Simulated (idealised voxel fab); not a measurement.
Process module under the name voxel spacer lines
Section shown: cut. Width: 250 nm. Cell size: 5 nm, square.
This document writes a cross-section as a grid whose cells are square, and gives it as bands, listed from the top down; one or more rows of cells form a band.
Heads up on the band format: heights come first, top then bottom, in nm. After that it's the materials left to right, each with its width in nm. A single material flagged "full width" fills the whole band edge to edge, and "empty" means there's empty space there.
Heights are reckoned from 0. Under this level, the received wafer is all of one material. The bottommost band is open-ended downward, for example "0..down".
Top row gets the first number, bottom row gets the second, and each row in between changes by the same step: that is how a band width like "30 to 40" works.
Where a step carries "nothing got changed", the cross-section came out of it unchanged, cell for cell.
So "Closed cavity list" is basically the list of trapped voids: any empty space of 8 cells or more that can't reach the top through an opening. They're written width x height at distance, the distance being from the left edge, and it's all nm.
Post-settings text on a step line: simulator's own remark regarding the step.
overlay nm: on a step with a mask, how far right of its planned place the mask lay; negative means left.

-- Steps planned for the process
1: RECEIVE (material Si)
2: CONFORMAL_DEP (material Al2O3; thk nm 10)
3: DIRECTIONAL_DEP (material W; thk nm 10)
4: DIRECTIONAL_DEP (material aC; thk nm 25)
5: PATTERN (tone cover; mask id MANDREL; material resist; width nm 15; pitch nm 60; thk nm 30; overlay nm 0)
6: DIRECTIONAL_ETCH (etch materials aC; depth nm 25)
7: STRIP (etch materials resist)
8: CONFORMAL_DEP (material SiO2; thk nm 15)
9: DIRECTIONAL_ETCH (etch materials SiO2; depth nm 15)
10: STRIP (etch materials aC)
11: DIRECTIONAL_ETCH (etch materials W; depth nm 10)
12: STRIP (etch materials SiO2)
13: FILL_DEP (material SiO2; thk nm 10)
14: CMP (height nm 20)

-- First of two wafers, with the run carried out as planned

-- Cross-section of the wafer at receipt, which is the condition after step 1
	0..down | Si full width
	Closed cavity list: none

-- Take a look at the wafer's cross-section after step 2
	10..0 | Al2O3 full width
	Everything below 0 is unchanged.

-- Take a look at the wafer's cross-section after step 3
	20..10 | W full width
	Everything below 10 is unchanged.

-- Take a look at the wafer's cross-section after step 4
	45..20 | aC full width
	Everything below 20 is unchanged.

-- Take a look at the wafer's cross-section after step 5
	75..45 | 85 nm empty | 15 nm resist | 45 nm empty | 15 nm resist | 90 nm empty
	Everything below 45 is unchanged.

-- Take a look at the wafer's cross-section after step 6
	50..45 | 85 nm empty | 15 nm resist | 45 nm empty | 15 nm resist | 90 nm empty
	45..20 | 85 nm empty | 15 nm aC | 45 nm empty | 15 nm aC | 90 nm empty
	Everything below 20 is unchanged.

-- Take a look at the wafer's cross-section after step 7
	45..20 | 85 nm empty | 15 nm aC | 45 nm empty | 15 nm aC | 90 nm empty
	Everything below 20 is unchanged.

-- Take a look at the wafer's cross-section after step 8
	60..45 | 70 nm empty | 45 nm SiO2 | 15 nm empty | 45 nm SiO2 | 75 nm empty
	45..35 | 70 nm empty | 15 nm SiO2 | 15 nm aC | 15 nm SiO2 | 15 nm empty | 15 nm SiO2 | 15 nm aC | 15 nm SiO2 | 75 nm empty
	35..20 | 85 nm SiO2 | 15 nm aC | 45 nm SiO2 | 15 nm aC | 90 nm SiO2
	Everything below 20 is unchanged.

-- Take a look at the wafer's cross-section after step 9
	45..20 | 70 nm empty | 15 nm SiO2 | 15 nm aC | 15 nm SiO2 | 15 nm empty | 15 nm SiO2 | 15 nm aC | 15 nm SiO2 | 75 nm empty
	Everything below 20 is unchanged.

-- Take a look at the wafer's cross-section after step 10
	45..20 | 70 nm empty | 15 nm SiO2 | 15 nm empty | 15 nm SiO2 | 15 nm empty | 15 nm SiO2 | 15 nm empty | 15 nm SiO2 | 75 nm empty
	Everything below 20 is unchanged.

-- Take a look at the wafer's cross-section after step 11
	45..20 | 70 nm empty | 15 nm SiO2 | 15 nm empty | 15 nm SiO2 | 15 nm empty | 15 nm SiO2 | 15 nm empty | 15 nm SiO2 | 75 nm empty
	20..10 | 70 nm empty | 15 nm W | 15 nm empty | 15 nm W | 15 nm empty | 15 nm W | 15 nm empty | 15 nm W | 75 nm empty
	Everything below 10 is unchanged.

-- Take a look at the wafer's cross-section after step 12
	20..10 | 70 nm empty | 15 nm W | 15 nm empty | 15 nm W | 15 nm empty | 15 nm W | 15 nm empty | 15 nm W | 75 nm empty
	Everything below 10 is unchanged.

-- Take a look at the wafer's cross-section after step 13
	30..20 | SiO2 full width
	20..10 | 70 nm SiO2 | 15 nm W | 15 nm SiO2 | 15 nm W | 15 nm SiO2 | 15 nm W | 15 nm SiO2 | 15 nm W | 75 nm SiO2
	Everything below 10 is unchanged.

-- Take a look at the wafer's cross-section after step 14
	20..10 | 70 nm SiO2 | 15 nm W | 15 nm SiO2 | 15 nm W | 15 nm SiO2 | 15 nm W | 15 nm SiO2 | 15 nm W | 75 nm SiO2
	Everything below 10 is unchanged.

-- Second Wafer (Identical Start and Plan, One Processing Error; Matches First Wafer Through Step 2)

-- when step 3 should have ended
	35..10 | aC full width
	Everything below 10 is unchanged.

-- when step 4 should have ended
	45..35 | W full width
	Everything below 35 is unchanged.

-- when step 5 should have ended
	75..45 | 85 nm empty | 15 nm resist | 45 nm empty | 15 nm resist | 90 nm empty
	Everything below 45 is unchanged.

-- when step 6 should have ended
	50..45 | 85 nm empty | 15 nm resist | 45 nm empty | 15 nm resist | 90 nm empty
	Everything below 45 is unchanged.

-- when step 7 should have ended
	45..35 | W full width
	Everything below 35 is unchanged.

-- when step 8 should have ended
	60..45 | SiO2 full width
	Everything below 45 is unchanged.

-- when step 9 should have ended
	45..35 | W full width
	Everything below 35 is unchanged.

when step 10 should have ended: nothing got changed

-- when step 11 should have ended
	35..10 | aC full width
	Everything below 10 is unchanged.

when step 12 should have ended: nothing got changed

-- when step 13 should have ended
	45..35 | SiO2 full width
	Everything below 35 is unchanged.

-- when step 14 should have ended
	20..10 | aC full width
	Everything below 10 is unchanged.
What was done differently from what was planned? contrary to the plan, steps 3 and 4 were processed in exchanged order
Final wafer comparison in cells, second versus first, more or fewer per material: 76 fewer of SiO2 | 24 fewer of W | 100 more of aC
